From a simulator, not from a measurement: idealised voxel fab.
Process module, titled voxel capacitor over wiring
For reference, the cross-section in this document is cut, with width 165 nm and square cells of 5 nm.
We lay out every cross-section as a grid of square cells and spell it out in bands from the top down, where one band means one or more rows of cells. Heights first: top, then bottom, in nm. Then materials, left to right, each with a width in nm. "all across" on a single material: fills the band edge to edge. "empty": empty space. Heights are measured from 0, the level below which the as-received wafer is all one material; the lowest band has no bottom and continues downward, written as in "0 nm and below". Width spec "30->40" -> top row of cells at first value, bottom row at second value, equal per-row change in between. "no alterations made" -> step changed no cross-section cell. Closed void inventory: empty space of 8 cells or more with no open way to the top, each as width x height at its distance from the left edge, in nm. If you see something after the settings on a step's line, that's the simulator's own remark about that step. The line of a step may include "overlay nm". On a step with a mask, this value is how far to the right of its planned place the mask lay. A negative value means the mask lay to the left.

-- Set out below are the planned steps of the process
step 1: RECEIVE, material Si
step 2: CONFORMAL_DEP, material SiO2, thk nm 10
step 3: DIRECTIONAL_DEP, material TiN, thk nm 5
step 4: DIRECTIONAL_DEP, material W, thk nm 25
step 5: PATTERN, tone cover, mask id METAL_1, material resist, width nm 30, pitch nm 90, thk nm 20, overlay nm 0
step 6: DIRECTIONAL_ETCH, etch materials W, depth nm 25
step 7: DIRECTIONAL_ETCH, etch materials TiN, depth nm 5
step 8: STRIP, etch materials resist
step 9: FILL_DEP, material lowk, thk nm 10
step 10: CMP, height nm 40
step 11: CONFORMAL_DEP, material SiCN, thk nm 5
step 12: DIRECTIONAL_DEP, material lowk, thk nm 10
step 13: MASKED_ETCH, tone open, mask id PLUG_1, width nm 15, etch materials lowk, depth nm 10, overlay nm 0
step 14: MASKED_ETCH, tone open, mask id PLUG_1, width nm 15, etch materials SiCN, depth nm 5, overlay nm 0
step 15: CONFORMAL_DEP, material TiN, thk nm 5
step 16: FILL_DEP, material Ru, thk nm 5
step 17: CMP, height nm 55
step 18: DIRECTIONAL_DEP, material TiN, thk nm 10
step 19: DIRECTIONAL_DEP, material SiN, thk nm 5
step 20: DIRECTIONAL_DEP, material TiN, thk nm 10
step 21: DIRECTIONAL_DEP, material aC, thk nm 15
step 22: PATTERN, tone cover, mask id UPPER_PLATE, material resist, width nm 65, thk nm 35, overlay nm 0
step 23: DIRECTIONAL_ETCH, etch materials aC, depth nm 15
step 24: STRIP, etch materials resist
step 25: DIRECTIONAL_ETCH, etch materials TiN, depth nm 10
step 26: DIRECTIONAL_ETCH, etch materials SiN, depth nm 5
step 27: STRIP, etch materials aC
step 28: MASKED_ETCH, tone cover, mask id LOWER_PLATE, width nm 75, etch materials TiN, depth nm 10, overlay nm 0
step 29: FILL_DEP, material SiO2, thk nm 20
step 30: CMP, height nm 95
step 31: PATTERN, tone open, mask id PLUG_2, material resist, width nm 15, thk nm 20, overlay nm 0
step 32: DIRECTIONAL_ETCH, etch materials SiO2, depth nm 15
step 33: STRIP, etch materials resist
step 34: CONFORMAL_DEP, material TiN, thk nm 5
step 35: FILL_DEP, material Ru, thk nm 10
step 36: CMP, height nm 95
step 37: CONFORMAL_DEP, material SiN, thk nm 5

-- Account of the first of two wafers, which was processed as intended

-- Wafer at receipt (post step 1), cross-section
- 0 nm and below = Si all across
- Closed void inventory: none

-- Step 2 complete: cross-section through the wafer
- 10 nm to 0 nm = SiO2 all across
- Anything lower than 0 is untouched.

-- Step 3 complete: cross-section through the wafer
- 15 nm to 10 nm = TiN all across
- Anything lower than 10 is untouched.

-- Step 4 complete: cross-section through the wafer
- 40 nm to 15 nm = W all across
- Anything lower than 15 is untouched.

-- Step 5 complete: cross-section through the wafer
- 60 nm to 40 nm = empty=20, resist=30, empty=60, resist=30, empty=25
- Anything lower than 40 is untouched.

-- Step 6 complete: cross-section through the wafer
- 60 nm to 40 nm = empty=20, resist=30, empty=60, resist=30, empty=25
- 40 nm to 15 nm = empty=20, W=30, empty=60, W=30, empty=25
- Anything lower than 15 is untouched.

-- Step 7 complete: cross-section through the wafer
- 60 nm to 40 nm = empty=20, resist=30, empty=60, resist=30, empty=25
- 40 nm to 15 nm = empty=20, W=30, empty=60, W=30, empty=25
- 15 nm to 10 nm = empty=20, TiN=30, empty=60, TiN=30, empty=25
- Anything lower than 10 is untouched.

-- Step 8 complete: cross-section through the wafer
- 40 nm to 15 nm = empty=20, W=30, empty=60, W=30, empty=25
- Anything lower than 15 is untouched.

-- Step 9 complete: cross-section through the wafer
- 50 nm to 40 nm = lowk all across
- 40 nm to 15 nm = lowk=20, W=30, lowk=60, W=30, lowk=25
- 15 nm to 10 nm = lowk=20, TiN=30, lowk=60, TiN=30, lowk=25
- Anything lower than 10 is untouched.

-- Step 10 complete: cross-section through the wafer
- 40 nm to 15 nm = lowk=20, W=30, lowk=60, W=30, lowk=25
- Anything lower than 15 is untouched.

-- Step 11 complete: cross-section through the wafer
- 45 nm to 40 nm = SiCN all across
- Anything lower than 40 is untouched.

-- Step 12 complete: cross-section through the wafer
- 55 nm to 45 nm = lowk all across
- Anything lower than 45 is untouched.

-- Step 13 complete: cross-section through the wafer
- 55 nm to 45 nm = lowk=35, empty=15, lowk=115
- Anything lower than 45 is untouched.

-- Step 14 complete: cross-section through the wafer
- 55 nm to 45 nm = lowk=35, empty=15, lowk=115
- 45 nm to 40 nm = SiCN=35, empty=15, SiCN=115
- Anything lower than 40 is untouched.

-- Step 15 complete: cross-section through the wafer
- 60 nm to 55 nm = TiN=40, empty=5, TiN=120
- 55 nm to 45 nm = lowk=35, TiN=5, empty=5, TiN=5, lowk=115
- 45 nm to 40 nm = SiCN=35, TiN=15, SiCN=115
- Anything lower than 40 is untouched.

-- Step 16 complete: cross-section through the wafer
- 65 nm to 60 nm = Ru all across
- 60 nm to 55 nm = TiN=40, Ru=5, TiN=120
- 55 nm to 45 nm = lowk=35, TiN=5, Ru=5, TiN=5, lowk=115
- Anything lower than 45 is untouched.

-- Step 17 complete: cross-section through the wafer
- 55 nm to 45 nm = lowk=35, TiN=5, Ru=5, TiN=5, lowk=115
- Anything lower than 45 is untouched.

-- Step 18 complete: cross-section through the wafer
- 65 nm to 55 nm = TiN all across
- Anything lower than 55 is untouched.

-- Step 19 complete: cross-section through the wafer
- 70 nm to 65 nm = SiN all across
- Anything lower than 65 is untouched.

-- Step 20 complete: cross-section through the wafer
- 80 nm to 70 nm = TiN all across
- Anything lower than 70 is untouched.

-- Step 21 complete: cross-section through the wafer
- 95 nm to 80 nm = aC all across
- Anything lower than 80 is untouched.

-- Step 22 complete: cross-section through the wafer
- 130 nm to 95 nm = empty=35, resist=65, empty=65
- Anything lower than 95 is untouched.

-- Step 23 complete: cross-section through the wafer
- 115 nm to 95 nm = empty=35, resist=65, empty=65
- 95 nm to 80 nm = empty=35, aC=65, empty=65
- Anything lower than 80 is untouched.

-- Step 24 complete: cross-section through the wafer
- 95 nm to 80 nm = empty=35, aC=65, empty=65
- Anything lower than 80 is untouched.

-- Step 25 complete: cross-section through the wafer
- 95 nm to 80 nm = empty=35, aC=65, empty=65
- 80 nm to 70 nm = empty=35, TiN=65, empty=65
- Anything lower than 70 is untouched.

-- Step 26 complete: cross-section through the wafer
- 95 nm to 80 nm = empty=35, aC=65, empty=65
- 80 nm to 70 nm = empty=35, TiN=65, empty=65
- 70 nm to 65 nm = empty=35, SiN=65, empty=65
- Anything lower than 65 is untouched.

-- Step 27 complete: cross-section through the wafer
- 80 nm to 70 nm = empty=35, TiN=65, empty=65
- Anything lower than 70 is untouched.

-- Step 28 complete: cross-section through the wafer
- 80 nm to 70 nm = empty=35, TiN=65, empty=65
- 70 nm to 65 nm = empty=35, SiN=65, empty=65
- 65 nm to 55 nm = empty=30, TiN=75, empty=60
- Anything lower than 55 is untouched.

-- Step 29 complete: cross-section through the wafer
- 100 nm to 80 nm = SiO2 all across
- 80 nm to 70 nm = SiO2=35, TiN=65, SiO2=65
- 70 nm to 65 nm = SiO2=35, SiN=65, SiO2=65
- 65 nm to 55 nm = SiO2=30, TiN=75, SiO2=60
- Anything lower than 55 is untouched.

-- Step 30 complete: cross-section through the wafer
- 95 nm to 80 nm = SiO2 all across
- Anything lower than 80 is untouched.

-- Step 31 complete: cross-section through the wafer
- 115 nm to 95 nm = resist=45, empty=15, resist=105
- Anything lower than 95 is untouched.

-- Step 32 complete: cross-section through the wafer
- 115 nm to 95 nm = resist=45, empty=15, resist=105
- 95 nm to 80 nm = SiO2=45, empty=15, SiO2=105
- Anything lower than 80 is untouched.

-- Step 33 complete: cross-section through the wafer
- 95 nm to 80 nm = SiO2=45, empty=15, SiO2=105
- Anything lower than 80 is untouched.

-- Step 34 complete: cross-section through the wafer
- 100 nm to 95 nm = TiN=50, empty=5, TiN=110
- 95 nm to 85 nm = SiO2=45, TiN=5, empty=5, TiN=5, SiO2=105
- 85 nm to 80 nm = SiO2=45, TiN=15, SiO2=105
- Anything lower than 80 is untouched.

-- Step 35 complete: cross-section through the wafer
- 110 nm to 100 nm = Ru all across
- 100 nm to 95 nm = TiN=50, Ru=5, TiN=110
- 95 nm to 85 nm = SiO2=45, TiN=5, Ru=5, TiN=5, SiO2=105
- Anything lower than 85 is untouched.

-- Step 36 complete: cross-section through the wafer
- 95 nm to 85 nm = SiO2=45, TiN=5, Ru=5, TiN=5, SiO2=105
- Anything lower than 85 is untouched.

-- Step 37 complete: cross-section through the wafer
- 100 nm to 95 nm = SiN all across
- Anything lower than 95 is untouched.

-- Wafer two. Same start, same plan, one slip in execution. Same as wafer one through step 21, inclusive

-- Cross-section of the second wafer at the time step 22 of the plan should have ended
- 130 nm to 95 nm = empty=30, resist=75, empty=60
- Anything lower than 95 is untouched.

-- Cross-section of the second wafer at the time step 23 of the plan should have ended
- 115 nm to 95 nm = empty=30, resist=75, empty=60
- 95 nm to 80 nm = empty=30, aC=75, empty=60
- Anything lower than 80 is untouched.

-- Cross-section of the second wafer at the time step 24 of the plan should have ended
- 95 nm to 80 nm = empty=30, aC=75, empty=60
- Anything lower than 80 is untouched.

-- Cross-section of the second wafer at the time step 25 of the plan should have ended
- 95 nm to 80 nm = empty=30, aC=75, empty=60
- 80 nm to 70 nm = empty=30, TiN=75, empty=60
- Anything lower than 70 is untouched.

-- Cross-section of the second wafer at the time step 26 of the plan should have ended
- 95 nm to 80 nm = empty=30, aC=75, empty=60
- 80 nm to 70 nm = empty=30, TiN=75, empty=60
- 70 nm to 65 nm = empty=30, SiN=75, empty=60
- Anything lower than 65 is untouched.

-- Cross-section of the second wafer at the time step 27 of the plan should have ended
- 80 nm to 70 nm = empty=30, TiN=75, empty=60
- Anything lower than 70 is untouched.

-- Cross-section of the second wafer at the time step 28 of the plan should have ended
- 80 nm to 70 nm = empty=30, TiN=75, empty=60
- 70 nm to 65 nm = empty=30, SiN=75, empty=60
- 65 nm to 55 nm = empty=30, TiN=75, empty=60
- Anything lower than 55 is untouched.

-- Cross-section of the second wafer at the time step 29 of the plan should have ended
- 100 nm to 80 nm = SiO2 all across
- 80 nm to 70 nm = SiO2=30, TiN=75, SiO2=60
- 70 nm to 65 nm = SiO2=30, SiN=75, SiO2=60
- 65 nm to 55 nm = SiO2=30, TiN=75, SiO2=60
- Anything lower than 55 is untouched.

-- Cross-section of the second wafer at the time step 30 of the plan should have ended
- 95 nm to 80 nm = SiO2 all across
- Anything lower than 80 is untouched.

-- Cross-section of the second wafer at the time step 31 of the plan should have ended
- 115 nm to 95 nm = resist=45, empty=15, resist=105
- Anything lower than 95 is untouched.

-- Cross-section of the second wafer at the time step 32 of the plan should have ended
- 115 nm to 95 nm = resist=45, empty=15, resist=105
- 95 nm to 80 nm = SiO2=45, empty=15, SiO2=105
- Anything lower than 80 is untouched.

-- Cross-section of the second wafer at the time step 33 of the plan should have ended
- 95 nm to 80 nm = SiO2=45, empty=15, SiO2=105
- Anything lower than 80 is untouched.

-- Cross-section of the second wafer at the time step 34 of the plan should have ended
- 100 nm to 95 nm = TiN=50, empty=5, TiN=110
- 95 nm to 85 nm = SiO2=45, TiN=5, empty=5, TiN=5, SiO2=105
- 85 nm to 80 nm = SiO2=45, TiN=15, SiO2=105
- Anything lower than 80 is untouched.

-- Cross-section of the second wafer at the time step 35 of the plan should have ended
- 110 nm to 100 nm = Ru all across
- 100 nm to 95 nm = TiN=50, Ru=5, TiN=110
- 95 nm to 85 nm = SiO2=45, TiN=5, Ru=5, TiN=5, SiO2=105
- Anything lower than 85 is untouched.

-- Cross-section of the second wafer at the time step 36 of the plan should have ended
- 95 nm to 85 nm = SiO2=45, TiN=5, Ru=5, TiN=5, SiO2=105
- Anything lower than 85 is untouched.

-- Cross-section of the second wafer at the time step 37 of the plan should have ended
- 100 nm to 95 nm = SiN all across
- Anything lower than 95 is untouched.
In executing the process, a mistake was made relative to the plan: for step 22, the planned setting was not used; the step was instead run as PATTERN, tone cover, mask id UPPER_PLATE, material resist, width nm 75, thk nm 35, overlay nm 0
Final tally in cells, some materials are higher or lower on the second wafer than on the first: SiN +2, SiO2 -6, TiN +4
